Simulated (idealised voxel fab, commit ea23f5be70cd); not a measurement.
The following process module bears the name voxel capacitor over wiring.
Pictured: cross-section cut, 300 nm wide, on a grid of 5 nm square cells.
Square cells in a grid make up a cross-section in this document, and the grid is given as bands, listed from the top down, each one or more rows of cells. Each band's line starts with the height of the band's top and of its bottom, in nm. Then come its materials from left to right, each with its width in nm. One material with "throughout" fills the band from edge to edge. "empty" is empty space. For the purposes of this specification, 0 denotes the height below which the wafer in its as-received condition is composed wholly of one material, and the lowermost band, lacking a lower limit, extends downward without end, as expressed in "0 and below". Width: "30..40" (first number = top row, second number = bottom row, same change from row to row of cells). Where a step carries "no modification", the cross-section came out of it unchanged, cell for cell. "Unvented cavities" means: voids of 8 cells or more that are shut off from the top with no open way through. Written width x height at distance, distance from the left edge, in nm. Heads up: the bit after the settings on a step's line is the simulator's remark on that step. A step's line can hold "overlay nm"; with a mask on that step, the setting says how far right of the planned place the mask lay, while a negative setting says it lay to the left.
-- Here's what the planned process steps look like
1) RECEIVE,material Si
2) CONFORMAL_DEP,material SiO2,thk nm 10
3) CONFORMAL_DEP,material SiCN,thk nm 5
4) DIRECTIONAL_DEP,material lowk,thk nm 25
5) MASKED_ETCH,tone open,mask id METAL_1,width nm 30,pitch nm 100,etch materials lowk,depth nm 25,overlay nm 0
6) MASKED_ETCH,tone open,mask id METAL_1,width nm 30,pitch nm 100,etch materials SiCN,depth nm 5,overlay nm 0
7) CONFORMAL_DEP,material TiN,thk nm 5
8) FILL_DEP,material Cu,thk nm 5
9) CMP,height nm 40
10) EPI,material Ru,thk nm 5
11) FILL_DEP,material SiCN,thk nm 5
12) DIRECTIONAL_DEP,material lowk,thk nm 10
13) DIRECTIONAL_DEP,material aC,thk nm 15
14) PATTERN,tone open,mask id PLUG_1,material resist,width nm 15,thk nm 35,overlay nm 0
15) DIRECTIONAL_ETCH,etch materials aC,depth nm 15
16) STRIP,etch materials resist
17) DIRECTIONAL_ETCH,etch materials lowk,depth nm 10
18) DIRECTIONAL_ETCH,etch materials SiCN,depth nm 5
19) STRIP,etch materials aC
20) EPI,material Ru,thk nm 10
21) EPI,material Ru,thk nm 5
22) DIRECTIONAL_DEP,material TiN,thk nm 5
23) DIRECTIONAL_DEP,material SiN,thk nm 5
24) DIRECTIONAL_DEP,material TiN,thk nm 5
25) DIRECTIONAL_DEP,material aC,thk nm 15
26) PATTERN,tone cover,mask id UPPER_PLATE,material resist,width nm 75,thk nm 30,overlay nm 0
27) DIRECTIONAL_ETCH,etch materials aC,depth nm 15
28) STRIP,etch materials resist
29) DIRECTIONAL_ETCH,etch materials TiN,depth nm 5
30) DIRECTIONAL_ETCH,etch materials SiN,depth nm 5
31) STRIP,etch materials aC
32) DIRECTIONAL_DEP,material aC,thk nm 15
33) PATTERN,tone cover,mask id LOWER_PLATE,material resist,width nm 85,thk nm 35,overlay nm 0
34) DIRECTIONAL_ETCH,etch materials aC,depth nm 15
35) STRIP,etch materials resist
36) DIRECTIONAL_ETCH,etch materials TiN,depth nm 5
37) STRIP,etch materials aC
38) FILL_DEP,material SiO2,thk nm 15
39) CMP,height nm 85
40) DIRECTIONAL_DEP,material aC,thk nm 15
41) PATTERN,tone open,mask id PLUG_2,material resist,width nm 15,thk nm 35,overlay nm 0
42) DIRECTIONAL_ETCH,etch materials aC,depth nm 15
43) STRIP,etch materials resist
44) DIRECTIONAL_ETCH,etch materials SiO2,depth nm 10
45) STRIP,etch materials aC
46) CONFORMAL_DEP,material TiN,thk nm 5
47) FILL_DEP,material Cu,thk nm 10
48) CMP,height nm 85
49) CONFORMAL_DEP,material SiCN,thk nm 5
-- Incoming wafer, cross-sectional view, post step 1
> 0 and below = Si throughout
> Unvented cavities: none
-- As-planned run: cross-section of the first of two wafers at end of module
> 90 down to 85 = SiCN throughout
> 85 down to 80 = 110 SiO2; 5 TiN; 5 Cu; 5 TiN; 175 SiO2
> 80 down to 70 = 110..100 SiO2; 15..75 TiN; 175..125 SiO2
> 70 down to 65 = 100 SiO2; 75 SiN; 125 SiO2
> 65 down to 60 = 95 SiO2; 85 TiN; 120 SiO2
> 60 down to 50 = 100 lowk; 15 Ru; 185 lowk
> 50 down to 45 = 100 SiCN; 15 Ru; 185 SiCN
> 45 down to 40 = 80 SiCN; 40 Ru; 60 SiCN; 40 Ru; 80 SiCN
> 40 down to 15 = 85 lowk; 5 TiN; 20 Cu; 5 TiN; 70 lowk; 5 TiN; 20 Cu; 5 TiN; 85 lowk
> 15 down to 10 = 85 SiCN; 30 TiN; 70 SiCN; 30 TiN; 85 SiCN
> 10 down to 0 = SiO2 throughout
> 0 and below = Si throughout
> Unvented cavities: none
-- Cross-sectional image of the second wafer of the two following completion of the module. Starting state and process plan were the same as for the first wafer; one execution error occurred
> 90 down to 85 = SiCN throughout
> 85 down to 80 = 110 SiO2; 5 TiN; 5 Cu; 5 TiN; 175 SiO2
> 80 down to 70 = 110..105 SiO2; 15..70 TiN; 175..125 SiO2
> 70 down to 65 = 105 SiO2; 70 SiN; 125 SiO2
> 65 down to 60 = 95 SiO2; 85 TiN; 120 SiO2
> 60 down to 50 = 100 lowk; 15 Ru; 185 lowk
> 50 down to 45 = 100 SiCN; 15 Ru; 185 SiCN
> 45 down to 40 = 80 SiCN; 40 Ru; 60 SiCN; 40 Ru; 80 SiCN
> 40 down to 15 = 85 lowk; 5 TiN; 20 Cu; 5 TiN; 70 lowk; 5 TiN; 20 Cu; 5 TiN; 85 lowk
> 15 down to 10 = 85 SiCN; 30 TiN; 70 SiCN; 30 TiN; 85 SiCN
> 10 down to 0 = SiO2 throughout
> 0 and below = Si throughout
> Unvented cavities: none
Processing error: step 26 was not run as planned; what actually ran was PATTERN,tone cover,mask id UPPER_PLATE,material resist,width nm 70,thk nm 30,overlay nm 0
Count the cells at the end and the second wafer has more or fewer of some materials than the first: 1 fewer of SiN | 2 more of SiO2 | 1 fewer of TiN
